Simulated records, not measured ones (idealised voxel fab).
process module | voxel transistor to metal
cross-section cut | 285 nm wide | cells 5 nm
A cross-section is a grid of square cells, given in bands from the top down. A band is one or more rows of cells.
Each band's line starts with the height of the band's top and of its bottom, in nm. Then come its materials from left to right, each with its width in nm. One material with "throughout" fills the band from edge to edge. "air" is empty space.
Height 0 is the level under which the wafer as received is all one material. The lowest band goes on downwards, as in "0 down".
A width such as "30 to 40" changes by the same amount from each row of cells to the next, from the band's top row to its bottom row.
"no change" after a step means that no cell of the cross-section changed.
closed voids: empty space of 8 cells or more with no open way to the top, each as width x height at its distance from the left edge, in nm
after a step's settings: what the simulator itself notes on the step
overlay nm, on a step with a mask: how far to the right of its planned place the mask lay; to the left if negative
plan
1 op RECEIVE | material Si
2 op OXIDIZE | depth nm 5
3 op CONFORMAL_DEP | material SiN | thk nm 10
4 op PATTERN | tone cover | mask id ACTIVE | material resist | width nm 100 | pitch nm 125 | thk nm 20 | overlay nm 0
5 op DIRECTIONAL_ETCH | etch materials SiN | depth nm 10
6 op DIRECTIONAL_ETCH | etch materials SiO2 | depth nm 5
7 op DIRECTIONAL_ETCH | etch materials Si | depth nm 25
8 op STRIP | etch materials resist
9 op FILL_DEP | material SiO2 | thk nm 10
10 op CMP | height nm 10
11 op SELECTIVE_ETCH | etch materials SiO2 | depth nm 5
12 op STRIP | etch materials SiN
13 op SELECTIVE_ETCH | etch materials SiO2 | depth nm 5
14 op OXIDIZE | depth nm 5
15 op DIRECTIONAL_DEP | material polySi | thk nm 25
16 op DIRECTIONAL_DEP | material SiCN | thk nm 10
17 op DIRECTIONAL_DEP | material aC | thk nm 10
18 op PATTERN | tone cover | mask id GATE | material resist | width nm 20 | pitch nm 125 | thk nm 30 | overlay nm 0
19 op DIRECTIONAL_ETCH | etch materials aC | depth nm 10
20 op STRIP | etch materials resist
21 op DIRECTIONAL_ETCH | etch materials SiCN | depth nm 20
22 op DIRECTIONAL_ETCH | etch materials polySi | depth nm 35
23 op STRIP | etch materials aC
24 op CONFORMAL_DEP | material SiN | thk nm 10
25 op DIRECTIONAL_ETCH | etch materials SiN | depth nm 10
26 op DIRECTIONAL_ETCH | etch materials SiO2 | depth nm 5
27 op EPI | material SiGe | thk nm 5
28 op FILL_DEP | material SiO2 | thk nm 10
29 op CMP | height nm 30
30 op DIRECTIONAL_DEP | material SiO2 | thk nm 15
31 op MASKED_ETCH | tone open | mask id CONTACT | width nm 30 | etch materials SiO2 | depth nm 50 | overlay nm 0
32 op CONFORMAL_DEP | material TiN | thk nm 5
33 op FILL_DEP | material W | thk nm 10
34 op CMP | height nm 45
35 op CONFORMAL_DEP | material SiCN | thk nm 5
36 op DIRECTIONAL_DEP | material lowk | thk nm 25
37 op MASKED_ETCH | tone open | mask id METAL_1 | width nm 15 | etch materials lowk | depth nm 25 | overlay nm 0
38 op MASKED_ETCH | tone open | mask id METAL_1 | width nm 15 | etch materials SiCN | depth nm 5 | overlay nm 0
39 op CONFORMAL_DEP | material TiN | thk nm 5
40 op FILL_DEP | material Ru | thk nm 10
41 op CMP | height nm 75
42 op EPI | material Ru | thk nm 5
43 op FILL_DEP | material SiCN | thk nm 5
as received, after step 1
  0 down: Si throughout
  closed voids: none
first wafer at the end, as planned
  85 to 80: SiCN throughout
  80 to 75: SiCN 30 | Ru 25 | SiCN 50 | Ru 25 | SiCN 25 | Ru 25 | SiCN 50 | Ru 25 | SiCN 30
  75 to 50: lowk 35 | TiN 5 | Ru 5 | TiN 5 | lowk 60 | TiN 5 | Ru 5 | TiN 5 | lowk 35 | TiN 5 | Ru 5 | TiN 5 | lowk 60 | TiN 5 | Ru 5 | TiN 5 | lowk 35
  50 to 45: SiCN 35 | TiN 15 | SiCN 60 | TiN 15 | SiCN 35 | TiN 15 | SiCN 60 | TiN 15 | SiCN 35
  45 to 35: SiO2 35 | TiN 5 | W 20 | TiN 5 | SiO2 30 | TiN 5 | W 20 | TiN 5 | SiO2 35 | TiN 5 | W 20 | TiN 5 | SiO2 30 | TiN 5 | W 20 | TiN 5 | SiO2 35
  35 to 30: SiO2 35 | TiN 5 | W 15 | TiN 10 | SiO2 30 | TiN 10 | W 15 | TiN 5 | SiO2 35 | TiN 5 | W 15 | TiN 10 | SiO2 30 | TiN 10 | W 15 | TiN 5 | SiO2 35
  30 to 20: SiO2 35 | TiN 5 | W 15 | TiN 5 | SiN 10 | SiCN 20 | SiN 10 | TiN 5 | W 15 | TiN 5 | SiO2 35 | TiN 5 | W 15 | TiN 5 | SiN 10 | SiCN 20 | SiN 10 | TiN 5 | W 15 | TiN 5 | SiO2 35
  20 to 0: SiO2 35 | TiN 5 | W 15 | TiN 5 | SiN 10 | polySi 20 | SiN 10 | TiN 5 | W 15 | TiN 5 | SiO2 35 | TiN 5 | W 15 | TiN 5 | SiN 10 | polySi 20 | SiN 10 | TiN 5 | W 15 | TiN 5 | SiO2 35
  0 to -5: SiO2 25 | SiN 10 | TiN 25 | SiN 10 | polySi 20 | SiN 10 | TiN 25 | SiN 10 | SiO2 15 | SiN 10 | TiN 25 | SiN 10 | polySi 20 | SiN 10 | TiN 25 | SiN 10 | SiO2 25
  -5 to -10: SiO2 35 | SiGe 25 | SiO2 40 | SiGe 25 | SiO2 35 | SiGe 25 | SiO2 40 | SiGe 25 | SiO2 35
  -10 to -30: SiO2 30 | Si 100 | SiO2 25 | Si 100 | SiO2 30
  -30 down: Si throughout
  closed voids: none
second wafer at the end: like start, like plan, one mistake
  85 to 80: SiCN throughout
  80 to 75: Ru 40 | SiCN 5 | Ru 70 | SiCN 5 | Ru 45 | SiCN 5 | Ru 70 | SiCN 5 | Ru 40
  75 to 55: Ru 30 | TiN 5 | lowk 15 | TiN 5 | Ru 50 | TiN 5 | lowk 15 | TiN 5 | Ru 25 | TiN 5 | lowk 15 | TiN 5 | Ru 50 | TiN 5 | lowk 15 | TiN 5 | Ru 30
  55 to 50: TiN 35 | lowk 15 | TiN 60 | lowk 15 | TiN 35 | lowk 15 | TiN 60 | lowk 15 | TiN 35
  50 to 45: SiCN throughout
  45 to 35: SiO2 35 | TiN 5 | W 20 | TiN 5 | SiO2 30 | TiN 5 | W 20 | TiN 5 | SiO2 35 | TiN 5 | W 20 | TiN 5 | SiO2 30 | TiN 5 | W 20 | TiN 5 | SiO2 35
  35 to 30: SiO2 35 | TiN 5 | W 15 | TiN 10 | SiO2 30 | TiN 10 | W 15 | TiN 5 | SiO2 35 | TiN 5 | W 15 | TiN 10 | SiO2 30 | TiN 10 | W 15 | TiN 5 | SiO2 35
  30 to 20: SiO2 35 | TiN 5 | W 15 | TiN 5 | SiN 10 | SiCN 20 | SiN 10 | TiN 5 | W 15 | TiN 5 | SiO2 35 | TiN 5 | W 15 | TiN 5 | SiN 10 | SiCN 20 | SiN 10 | TiN 5 | W 15 | TiN 5 | SiO2 35
  20 to 0: SiO2 35 | TiN 5 | W 15 | TiN 5 | SiN 10 | polySi 20 | SiN 10 | TiN 5 | W 15 | TiN 5 | SiO2 35 | TiN 5 | W 15 | TiN 5 | SiN 10 | polySi 20 | SiN 10 | TiN 5 | W 15 | TiN 5 | SiO2 35
  0 to -5: SiO2 25 | SiN 10 | TiN 25 | SiN 10 | polySi 20 | SiN 10 | TiN 25 | SiN 10 | SiO2 15 | SiN 10 | TiN 25 | SiN 10 | polySi 20 | SiN 10 | TiN 25 | SiN 10 | SiO2 25
  -5 to -10: SiO2 35 | SiGe 25 | SiO2 40 | SiGe 25 | SiO2 35 | SiGe 25 | SiO2 40 | SiGe 25 | SiO2 35
  -10 to -30: SiO2 30 | Si 100 | SiO2 25 | Si 100 | SiO2 30
  -30 down: Si throughout
  closed voids: none
what went wrong: step 37 ran as: op MASKED_ETCH | tone cover | mask id METAL_1 | width nm 15 | etch materials lowk | depth nm 25 | overlay nm 0
at the end the second wafer has, in cells: 161 more of Ru | 21 fewer of SiCN | 25 more of TiN | 165 fewer of lowk
